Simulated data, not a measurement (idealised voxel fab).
Process module under the name voxel ribs on slabs
285 nm wide, 5 nm square cells: that's cross-section cut.
This document writes a cross-section as a grid whose cells are square, and gives it as bands, listed from the top down; one or more rows of cells form a band. First you get the band's top height and its bottom height, in nm, and then the materials it's made of, left to right, with each width in nm. If you see a single material with "edge to edge", that one covers the band edge to edge. "air" is empty space. A quick word on heights: they are counted from 0, and under that level the wafer as it came to us is one material throughout. The lowest band is different from the rest in having no bottom; it simply continues downward, written as in "z 0 and below". Per-row width for "30..40": begins at first number (top row of band), ends at second number (bottom row), increment between rows held constant. You'll sometimes find "no change" written for a step, and that's the way of saying that nowhere in the cross-section did a cell change during that step. In "Unvented cavities" the enclosed voids are listed, meaning empty spaces of 8 cells or larger without any opening to the top. The form is width x height at distance, distance from the left edge, units nm. On each step's line, the part that comes after the settings is the simulator's own comment on the step. overlay nm: for a step with a mask, the amount by which the mask lay right of where it was planned; a negative amount means left of it.

# Here's what the planned process steps look like
1,RECEIVE with material Si
2,DIRECTIONAL_DEP with material SiO2, thk nm 20
3,DIRECTIONAL_DEP with material polySi, thk nm 25
4,DIRECTIONAL_DEP with material aC, thk nm 15
5,PATTERN with tone cover, mask id RIB, material resist, width nm 20, thk nm 35, overlay nm 0
6,DIRECTIONAL_ETCH with etch materials aC, depth nm 15
7,STRIP with etch materials resist
8,DIRECTIONAL_ETCH with etch materials polySi, depth nm 20
9,STRIP with etch materials aC
10,MASKED_ETCH with tone cover, mask id SLAB, width nm 60, etch materials polySi, depth nm 5, overlay nm 0
11,FILL_DEP with material SiO2, thk nm 25
12,CMP with height nm 60
13,DIRECTIONAL_DEP with material W, thk nm 10
14,DIRECTIONAL_DEP with material aC, thk nm 5
15,PATTERN with tone cover, mask id HEATER, material resist, width nm 30, thk nm 35, overlay nm 0
16,DIRECTIONAL_ETCH with etch materials aC, depth nm 15
17,STRIP with etch materials resist
18,DIRECTIONAL_ETCH with etch materials W, depth nm 10
19,STRIP with etch materials aC
20,CONFORMAL_DEP with material SiO2, thk nm 10
Wafer-to-wafer difference: thk nm, step 14. Common start. Plan = first wafer's value.

# First of several wafers, received after step 1, in cross-section
* z 0 and below  Si edge to edge
* Unvented cavities: none

# First of several wafers: cross-section at the end of the module, after step 20, its last step
* z 80 to 70  air 115 nm / SiO2 50 nm / air 120 nm
* z 70 to 60  SiO2 125 nm / W 30 nm / SiO2 130 nm
* z 60 to 45  SiO2 edge to edge
* z 45 to 25  SiO2 130 nm / polySi 20 nm / SiO2 135 nm
* z 25 to 20  SiO2 110 nm / polySi 60 nm / SiO2 115 nm
* z 20 to 0  SiO2 edge to edge
* z 0 and below  Si edge to edge
* Unvented cavities: none

# Module end, final wafer: cross-section
* z 80 to 70  SiO2 edge to edge
* z 70 to 60  W edge to edge
* z 60 to 45  SiO2 edge to edge
* z 45 to 25  SiO2 130 nm / polySi 20 nm / SiO2 135 nm
* z 25 to 20  SiO2 110 nm / polySi 60 nm / SiO2 115 nm
* z 20 to 0  SiO2 edge to edge
* z 0 and below  Si edge to edge
* Unvented cavities: none

# Rows = wafers. At module end, each row lists per material the cells gained (+) or lost (-) since the wafer was received, then the closed voids
thk nm 5 | +778 SiO2 | +12 W | +28 polySi | Unvented cavities: none
thk nm 10 | +778 SiO2 | +12 W | +28 polySi | Unvented cavities: none
thk nm 15 | +778 SiO2 | +12 W | +28 polySi | Unvented cavities: none
thk nm 20 | +770 SiO2 | +114 W | +28 polySi | Unvented cavities: none
thk nm 25 | +770 SiO2 | +114 W | +28 polySi | Unvented cavities: none
thk nm 30 | +770 SiO2 | +114 W | +28 polySi | Unvented cavities: none
